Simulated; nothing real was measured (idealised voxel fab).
Documented hereafter: the process module known as voxel local oxidation.
Shown is cross-section cut, with a width of 250 nm and square cells of size 5 nm.
A cross-section is a grid of square cells, given in bands from the top down. A band is one or more rows of cells.
Heads up on the band format: heights come first, top then bottom, in nm. After that it's the materials left to right, each with its width in nm. A single material flagged "full width" fills the whole band edge to edge, and "blank" means there's empty space there.
Heights are measured from 0, the level below which the as-received wafer is all one material; the lowest band has no bottom and continues downward, written as in "top 0, no bottom".
The two numbers in a width such as "30..40" mark its ends across the band: the first belongs to the top row of cells, the second to the bottom row, and from each row to the next the width moves by the same amount.
When a step is marked "no modifications", none of the cells in the cross-section changed during that step.
"Fully closed voids" contains a list of empty spaces, each no smaller than 8 cells and without an open way to the top, written in the form width x height at distance with the distance from the left edge and all three in nm.
Note: text after step settings on the step line = simulator remark on that step.
overlay nm: on a step with a mask, how far right of its planned place the mask lay; negative means left.
Everything after this point is organized in pairs: a cross-section before one process step, a cross-section after it that shows only as deep as the lowest changed band, and, under the pair, the intervening step with its settings. Because different runs of this module on the same starting wafer can supply different pairs, a pair continues from the pair above it only if its entry headed "Before the process" says so.
Before the process:
> top 0, no bottom: Si full width
> Fully closed voids: none
Step Result:
> top 0, bottom -5: SiO2 full width
> Note: structure below -5 unchanged.
> Fully closed voids: none
The step occurring between the two cross-sections depicted above is identified as OXIDIZE with depth nm 5
Before the process: taken from the pair above, after panel.
Step Result:
> top 10, bottom 0: SiN full width
> Note: structure below 0 unchanged.
> Fully closed voids: none
The step occurring between the two cross-sections depicted above is identified as CONFORMAL_DEP with material SiN, thk nm 10
Before the process: taken from the pair above, after panel.
Step Result:
> top 20, bottom 10: aC full width
> Note: structure below 10 unchanged.
> Fully closed voids: none
The step occurring between the two cross-sections depicted above is identified as DIRECTIONAL_DEP with material aC, thk nm 10
Before the process: taken from the pair above, after panel.
Step Result:
> top 45, bottom 20: blank 80 nm; resist 90 nm; blank 80 nm
> Note: structure below 20 unchanged.
> Fully closed voids: none
The step occurring between the two cross-sections depicted above is identified as PATTERN with tone cover, mask id ACTIVE, material resist, width nm 90, thk nm 25, overlay nm 0
Before the process: taken from the pair above, after panel.
Step Result:
> top 35, bottom 20: blank 80 nm; resist 90 nm; blank 80 nm
> top 20, bottom 10: blank 80 nm; aC 90 nm; blank 80 nm
> Note: structure below 10 unchanged.
> Fully closed voids: none
The step occurring between the two cross-sections depicted above is identified as DIRECTIONAL_ETCH with etch materials aC, depth nm 10
Before the process: taken from the pair above, after panel.
Step Result:
> top 20, bottom 10: blank 80 nm; aC 90 nm; blank 80 nm
> Note: structure below 10 unchanged.
> Fully closed voids: none
The step occurring between the two cross-sections depicted above is identified as STRIP with etch materials resist
Before the process: taken from the pair above, after panel.
Step Result:
> top 20, bottom 10: blank 80 nm; aC 90 nm; blank 80 nm
> top 10, bottom 0: blank 80 nm; SiN 90 nm; blank 80 nm
> Note: structure below 0 unchanged.
> Fully closed voids: none
The step occurring between the two cross-sections depicted above is identified as DIRECTIONAL_ETCH with etch materials SiN, depth nm 10
Before the process: taken from the pair above, after panel.
Step Result:
> top 10, bottom 0: blank 80 nm; SiN 90 nm; blank 80 nm
> Note: structure below 0 unchanged.
> Fully closed voids: none
The step occurring between the two cross-sections depicted above is identified as STRIP with etch materials aC
Before the process: taken from the pair above, after panel.
Step Result:
> top 10, bottom 0: blank 80 nm; SiN 90 nm; blank 80 nm
> top 0, bottom -5: blank 85 nm; SiO2 80 nm; blank 85 nm
> Note: structure below -5 unchanged.
> Fully closed voids: none
The step occurring between the two cross-sections depicted above is identified as SELECTIVE_ETCH with etch materials SiO2, depth nm 5
Before the process: taken from the pair above, after panel.
Step Result:
> top 10, bottom 0: blank 80 nm; SiN 90 nm; blank 80 nm
> top 0, bottom -5: blank 85 nm; SiO2 80 nm; blank 85 nm
> top -5, bottom -15: SiO2 95 nm; Si 60 nm; SiO2 95 nm
> Note: structure below -15 unchanged.
> Fully closed voids: none
The step occurring between the two cross-sections depicted above is identified as OXIDIZE with depth nm 10
Before the process: taken from the pair above, after panel.
Step Result:
> top 0, bottom -5: blank 85 nm; SiO2 80 nm; blank 85 nm
> Note: structure below -5 unchanged.
> Fully closed voids: none
The step occurring between the two cross-sections depicted above is identified as STRIP with etch materials SiN
Before the process:
> top 35, bottom 20: blank 80 nm; resist 90 nm; blank 80 nm
> top 20, bottom 10: blank 80 nm; aC 90 nm; blank 80 nm
> top 10, bottom 0: SiN full width
> top 0, bottom -5: SiO2 full width
> top -5, no bottom: Si full width
> Fully closed voids: none
Step Result:
> top 35, bottom 20: blank 80 nm; resist 90 nm; blank 80 nm
> top 20, bottom 10: blank 80 nm; aC 90 nm; blank 80 nm
> top 10, bottom 0: blank 80 nm; SiN 90 nm; blank 80 nm
> Note: structure below 0 unchanged.
> Fully closed voids: none
The step occurring between the two cross-sections depicted above is identified as DIRECTIONAL_ETCH with etch materials SiN, depth nm 10
Before the process: taken from the pair above, after panel.
Step Result:
> top 10, bottom 0: blank 80 nm; SiN 90 nm; blank 80 nm
> Note: structure below 0 unchanged.
> Fully closed voids: none
The step occurring between the two cross-sections depicted above is identified as STRIP with etch materials aC
Before the process:
> top 35, bottom 20: blank 80 nm; resist 90 nm; blank 80 nm
> top 20, bottom 10: blank 80 nm; aC 90 nm; blank 80 nm
> top 10, bottom 0: blank 80 nm; SiN 90 nm; blank 80 nm
> top 0, bottom -5: SiO2 full width
> top -5, no bottom: Si full width
> Fully closed voids: none
Step Result:
> top 20, bottom 10: blank 80 nm; aC 90 nm; blank 80 nm
> Note: structure below 10 unchanged.
> Fully closed voids: none
The step occurring between the two cross-sections depicted above is identified as STRIP with etch materials resist
Before the process:
> top 10, bottom 0: blank 80 nm; SiN 90 nm; blank 80 nm
> top 0, bottom -5: blank 85 nm; SiO2 80 nm; blank 85 nm
> top -5, no bottom: Si full width
> Fully closed voids: none
Step Result:
> top 10, bottom 0: blank 80 nm; SiN 90 nm; blank 80 nm
> top 0, bottom -5: blank 85 nm; SiO2 80 nm; blank 85 nm
> top -5, bottom -25: SiO2 105 nm; Si 40 nm; SiO2 105 nm
> Note: structure below -25 unchanged.
> Fully closed voids: none
The step occurring between the two cross-sections depicted above is identified as OXIDIZE with depth nm 20
Before the process: taken from the pair above, after panel.
Step Result:
> top 0, bottom -5: blank 85 nm; SiO2 80 nm; blank 85 nm
> Note: structure below -5 unchanged.
> Fully closed voids: none
The step occurring between the two cross-sections depicted above is identified as STRIP with etch materials SiN
Before the process:
> top 20, bottom 10: aC full width
> top 10, bottom 0: SiN full width
> top 0, bottom -5: SiO2 full width
> top -5, no bottom: Si full width
> Fully closed voids: none
Step Result:
> top 45, bottom 20: blank 80 nm; resist 95 nm; blank 75 nm
> Note: structure below 20 unchanged.
> Fully closed voids: none
The step occurring between the two cross-sections depicted above is identified as PATTERN with tone cover, mask id ACTIVE, material resist, width nm 95, thk nm 25, overlay nm 0
Before the process: taken from the pair above, after panel.
Step Result:
> top 35, bottom 20: blank 80 nm; resist 95 nm; blank 75 nm
> top 20, bottom 10: blank 80 nm; aC 95 nm; blank 75 nm
> Note: structure below 10 unchanged.
> Fully closed voids: none
The step occurring between the two cross-sections depicted above is identified as DIRECTIONAL_ETCH with etch materials aC, depth nm 10
Before the process: taken from the pair above, after panel.
Step Result:
> top 20, bottom 10: blank 80 nm; aC 95 nm; blank 75 nm
> Note: structure below 10 unchanged.
> Fully closed voids: none
The step occurring between the two cross-sections depicted above is identified as STRIP with etch materials resist
Before the process: taken from the pair above, after panel.
Step Result:
> top 20, bottom 10: blank 80 nm; aC 95 nm; blank 75 nm
> top 10, bottom 0: blank 80 nm; SiN 95 nm; blank 75 nm
> Note: structure below 0 unchanged.
> Fully closed voids: none
The step occurring between the two cross-sections depicted above is identified as DIRECTIONAL_ETCH with etch materials SiN, depth nm 10
Before the process: taken from the pair above, after panel.
Step Result:
> top 10, bottom 0: blank 80 nm; SiN 95 nm; blank 75 nm
> Note: structure below 0 unchanged.
> Fully closed voids: none
The step occurring between the two cross-sections depicted above is identified as STRIP with etch materials aC
Before the process: taken from the pair above, after panel.
Step Result:
> top 10, bottom 0: blank 80 nm; SiN 95 nm; blank 75 nm
> top 0, bottom -5: blank 85 nm; SiO2 85 nm; blank 80 nm
> Note: structure below -5 unchanged.
> Fully closed voids: none
The step occurring between the two cross-sections depicted above is identified as SELECTIVE_ETCH with etch materials SiO2, depth nm 5
Before the process: taken from the pair above, after panel.
Step Result:
> top 10, bottom 0: blank 80 nm; SiN 95 nm; blank 75 nm
> top 0, bottom -5: blank 85 nm; SiO2 85 nm; blank 80 nm
> top -5, bottom -15: SiO2 95 nm; Si 65 nm; SiO2 90 nm
> Note: structure below -15 unchanged.
> Fully closed voids: none
The step occurring between the two cross-sections depicted above is identified as OXIDIZE with depth nm 10
Before the process: taken from the pair above, after panel.
Step Result:
> top 0, bottom -5: blank 85 nm; SiO2 85 nm; blank 80 nm
> Note: structure below -5 unchanged.
> Fully closed voids: none
The step occurring between the two cross-sections depicted above is identified as STRIP with etch materials SiN
Before the process:
> top 20, bottom 10: aC full width
> top 10, bottom 0: SiN full width
> top 0, bottom -5: SiO2 full width
> top -5, no bottom: Si full width
> Fully closed voids: none
Step Result:
> top 45, bottom 20: blank 70 nm; resist 90 nm; blank 90 nm
> Note: structure below 20 unchanged.
> Fully closed voids: none
The step occurring between the two cross-sections depicted above is identified as PATTERN with tone cover, mask id ACTIVE, material resist, width nm 90, thk nm 25, overlay nm -10
Before the process: taken from the pair above, after panel.
Step Result:
> top 35, bottom 20: blank 70 nm; resist 90 nm; blank 90 nm
> top 20, bottom 10: blank 70 nm; aC 90 nm; blank 90 nm
> Note: structure below 10 unchanged.
> Fully closed voids: none
The step occurring between the two cross-sections depicted above is identified as DIRECTIONAL_ETCH with etch materials aC, depth nm 10
Before the process: taken from the pair above, after panel.
Step Result:
> top 20, bottom 10: blank 70 nm; aC 90 nm; blank 90 nm
> Note: structure below 10 unchanged.
> Fully closed voids: none
The step occurring between the two cross-sections depicted above is identified as STRIP with etch materials resist
Before the process: taken from the pair above, after panel.
Step Result:
> top 20, bottom 10: blank 70 nm; aC 90 nm; blank 90 nm
> top 10, bottom 0: blank 70 nm; SiN 90 nm; blank 90 nm
> Note: structure below 0 unchanged.
> Fully closed voids: none
The step occurring between the two cross-sections depicted above is identified as DIRECTIONAL_ETCH with etch materials SiN, depth nm 10
Before the process: taken from the pair above, after panel.
Step Result:
> top 10, bottom 0: blank 70 nm; SiN 90 nm; blank 90 nm
> Note: structure below 0 unchanged.
> Fully closed voids: none
The step occurring between the two cross-sections depicted above is identified as STRIP with etch materials aC
Before the process: taken from the pair above, after panel.
Step Result:
> top 10, bottom 0: blank 70 nm; SiN 90 nm; blank 90 nm
> top 0, bottom -5: blank 75 nm; SiO2 80 nm; blank 95 nm
> Note: structure below -5 unchanged.
> Fully closed voids: none
The step occurring between the two cross-sections depicted above is identified as SELECTIVE_ETCH with etch materials SiO2, depth nm 5
Before the process: taken from the pair above, after panel.
Step Result:
> top 10, bottom 0: blank 70 nm; SiN 90 nm; blank 90 nm
> top 0, bottom -5: blank 75 nm; SiO2 80 nm; blank 95 nm
> top -5, bottom -15: SiO2 85 nm; Si 60 nm; SiO2 105 nm
> Note: structure below -15 unchanged.
> Fully closed voids: none
The step occurring between the two cross-sections depicted above is identified as OXIDIZE with depth nm 10
Before the process: taken from the pair above, after panel.
Step Result:
> top 0, bottom -5: blank 75 nm; SiO2 80 nm; blank 95 nm
> Note: structure below -5 unchanged.
> Fully closed voids: none
The step occurring between the two cross-sections depicted above is identified as STRIP with etch materials SiN
Before the process:
> top 0, bottom -5: SiO2 full width
> top -5, no bottom: Si full width
> Fully closed voids: none
Step Result:
> top 10, bottom -5: SiO2 full width
> Note: structure below -5 unchanged.
> Fully closed voids: none
The step occurring between the two cross-sections depicted above is identified as CONFORMAL_DEP with material SiO2, thk nm 10
Before the process: taken from the pair above, after panel.
Step Result:
> top 20, bottom 10: aC full width
> Note: structure below 10 unchanged.
> Fully closed voids: none
The step occurring between the two cross-sections depicted above is identified as DIRECTIONAL_DEP with material aC, thk nm 10
Before the process: taken from the pair above, after panel.
Step Result:
> top 45, bottom 20: blank 80 nm; resist 90 nm; blank 80 nm
> Note: structure below 20 unchanged.
> Fully closed voids: none
The step occurring between the two cross-sections depicted above is identified as PATTERN with tone cover, mask id ACTIVE, material resist, width nm 90, thk nm 25, overlay nm 0
Before the process: taken from the pair above, after panel.
Step Result:
> top 35, bottom 20: blank 80 nm; resist 90 nm; blank 80 nm
> top 20, bottom 10: blank 80 nm; aC 90 nm; blank 80 nm
> Note: structure below 10 unchanged.
> Fully closed voids: none
The step occurring between the two cross-sections depicted above is identified as DIRECTIONAL_ETCH with etch materials aC, depth nm 10
Before the process: taken from the pair above, after panel.
Step Result:
> top 20, bottom 10: blank 80 nm; aC 90 nm; blank 80 nm
> Note: structure below 10 unchanged.
> Fully closed voids: none
The step occurring between the two cross-sections depicted above is identified as STRIP with etch materials resist
Before the process: taken from the pair above, after panel.
Step Result:
> top 10, bottom -5: SiO2 full width
> Note: structure below -5 unchanged.
> Fully closed voids: none
The step occurring between the two cross-sections depicted above is identified as STRIP with etch materials aC
Before the process: taken from the pair above, after panel.
Step Result:
> top 5, bottom -5: SiO2 full width
> Note: structure below -5 unchanged.
> Fully closed voids: none
The step occurring between the two cross-sections depicted above is identified as SELECTIVE_ETCH with etch materials SiO2, depth nm 5
Before the process:
> top 20, bottom 10: aC full width
> top 10, bottom 0: SiN full width
> top 0, bottom -5: SiO2 full width
> top -5, no bottom: Si full width
> Fully closed voids: none
Step Result:
> top 45, bottom 20: resist 80 nm; blank 90 nm; resist 80 nm
> Note: structure below 20 unchanged.
> Fully closed voids: none
The step occurring between the two cross-sections depicted above is identified as PATTERN with tone open, mask id ACTIVE, material resist, width nm 90, thk nm 25, overlay nm 0
Before the process: taken from the pair above, after panel.
Step Result:
> top 35, bottom 20: resist 80 nm; blank 90 nm; resist 80 nm
> top 20, bottom 10: aC 80 nm; blank 90 nm; aC 80 nm
> Note: structure below 10 unchanged.
> Fully closed voids: none
The step occurring between the two cross-sections depicted above is identified as DIRECTIONAL_ETCH with etch materials aC, depth nm 10
Before the process: taken from the pair above, after panel.
Step Result:
> top 20, bottom 10: aC 80 nm; blank 90 nm; aC 80 nm
> Note: structure below 10 unchanged.
> Fully closed voids: none
The step occurring between the two cross-sections depicted above is identified as STRIP with etch materials resist
Before the process: taken from the pair above, after panel.
Step Result:
> top 20, bottom 10: aC 80 nm; blank 90 nm; aC 80 nm
> top 10, bottom 0: SiN 80 nm; blank 90 nm; SiN 80 nm
> Note: structure below 0 unchanged.
> Fully closed voids: none
The step occurring between the two cross-sections depicted above is identified as DIRECTIONAL_ETCH with etch materials SiN, depth nm 10
Before the process: taken from the pair above, after panel.
Step Result:
> top 10, bottom 0: SiN 80 nm; blank 90 nm; SiN 80 nm
> Note: structure below 0 unchanged.
> Fully closed voids: none
The step occurring between the two cross-sections depicted above is identified as STRIP with etch materials aC
Before the process: taken from the pair above, after panel.
Step Result:
> top 10, bottom 0: SiN 80 nm; blank 90 nm; SiN 80 nm
> top 0, bottom -5: SiO2 75 nm; blank 100 nm; SiO2 75 nm
> Note: structure below -5 unchanged.
> Fully closed voids: none
The step occurring between the two cross-sections depicted above is identified as SELECTIVE_ETCH with etch materials SiO2, depth nm 5
Before the process: taken from the pair above, after panel.
Step Result:
> top 10, bottom 0: SiN 80 nm; blank 90 nm; SiN 80 nm
> top 0, bottom -5: SiO2 75 nm; blank 100 nm; SiO2 75 nm
> top -5, bottom -15: Si 65 nm; SiO2 120 nm; Si 65 nm
> Note: structure below -15 unchanged.
> Fully closed voids: none
The step occurring between the two cross-sections depicted above is identified as OXIDIZE with depth nm 10
Before the process: taken from the pair above, after panel.
Step Result:
> top 0, bottom -5: SiO2 75 nm; blank 100 nm; SiO2 75 nm
> Note: structure below -5 unchanged.
> Fully closed voids: none
The step occurring between the two cross-sections depicted above is identified as STRIP with etch materials SiN
